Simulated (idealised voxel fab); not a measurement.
The following is a process module called voxel gate over fins.
Section cut is 290 nm wide and gridded with 5 nm square cells.
Cross-sections here: square-cell grids, written as top-down lists of bands, a band being one or more rows of cells.
The entry gives the band's vertical extent as a top height and a bottom height in nm, then its horizontal make-up as materials from left to right, each with a width in nm. "blank" stands for empty space; a single material marked "all across" fills the band edge to edge.
It should be noted that heights are counted from 0, beneath which the wafer as supplied is of one material throughout, and that the lowest band possesses no lower boundary but continues downward, as written in "top 0, no bottom".
The expression "30..40" gives the width at the extremes of the band, the first number at its top row of cells and the second at its bottom row, with the width changing by equal amounts from each row to the next in between.
Step marked "everything unchanged"? Then no cell in the cross-section changed in it.
"Internal closed voids" means: voids of 8 cells or more that are shut off from the top with no open way through. Written width x height at distance, distance from the left edge, in nm.
It should be noted that, on the line of a given step, the content following the step's settings is a remark produced by the simulator itself with respect to that step.
When a step includes a mask, the "overlay nm" setting on its line states how far to the right of its planned place that mask lay, and negative values state how far to the left.

### Listed below are the process steps as planned
1: RECEIVE | material Si
2: CONFORMAL_DEP | material SiN | thk nm 5
3: MASKED_ETCH | tone cover | mask id FINS | width nm 15 | pitch nm 35 | etch materials SiN | depth nm 5 | overlay nm -15
4: MASKED_ETCH | tone cover | mask id FINS | width nm 15 | pitch nm 35 | etch materials Si | depth nm 35 | overlay nm 0
5: FILL_DEP | material SiO2 | thk nm 10
6: CMP | height nm 5
7: SELECTIVE_ETCH | etch materials SiO2 | depth nm 20
8: STRIP | etch materials SiN
9: CONFORMAL_DEP | material HfO2 | thk nm 5
10: CONFORMAL_DEP | material TiN | thk nm 5
11: FILL_DEP | material W | thk nm 10
12: CMP | height nm 15
13: CONFORMAL_DEP | material SiN | thk nm 5
varied across the wafers: overlay nm of step 3. The plan shows the first wafer's value. All wafers start alike

### As-received cross-section, first of several wafers, post step 1
    top 0, no bottom: Si all across
    Internal closed voids: none

### Rows = wafers. At module end, each row lists per material the cells gained (+) or lost (-) since the wafer was received, then the closed voids
overlay nm -15; +70 HfO2; -280 Si; +58 SiN; +160 SiO2; +64 TiN; +160 W; Internal closed voids: none
overlay nm -10; +76 HfO2; -301 Si; +58 SiN; +172 SiO2; +64 TiN; +163 W; Internal closed voids: none
overlay nm -5; +76 HfO2; -322 Si; +58 SiN; +184 SiO2; +70 TiN; +166 W; Internal closed voids: none
overlay nm 0; +76 HfO2; -343 Si; +58 SiN; +196 SiO2; +76 TiN; +169 W; Internal closed voids: none
overlay nm 5; +76 HfO2; -322 Si; +58 SiN; +184 SiO2; +70 TiN; +166 W; Internal closed voids: none
overlay nm 10; +76 HfO2; -301 Si; +58 SiN; +172 SiO2; +64 TiN; +163 W; Internal closed voids: none
overlay nm 15; +70 HfO2; -280 Si; +58 SiN; +160 SiO2; +64 TiN; +160 W; Internal closed voids: none
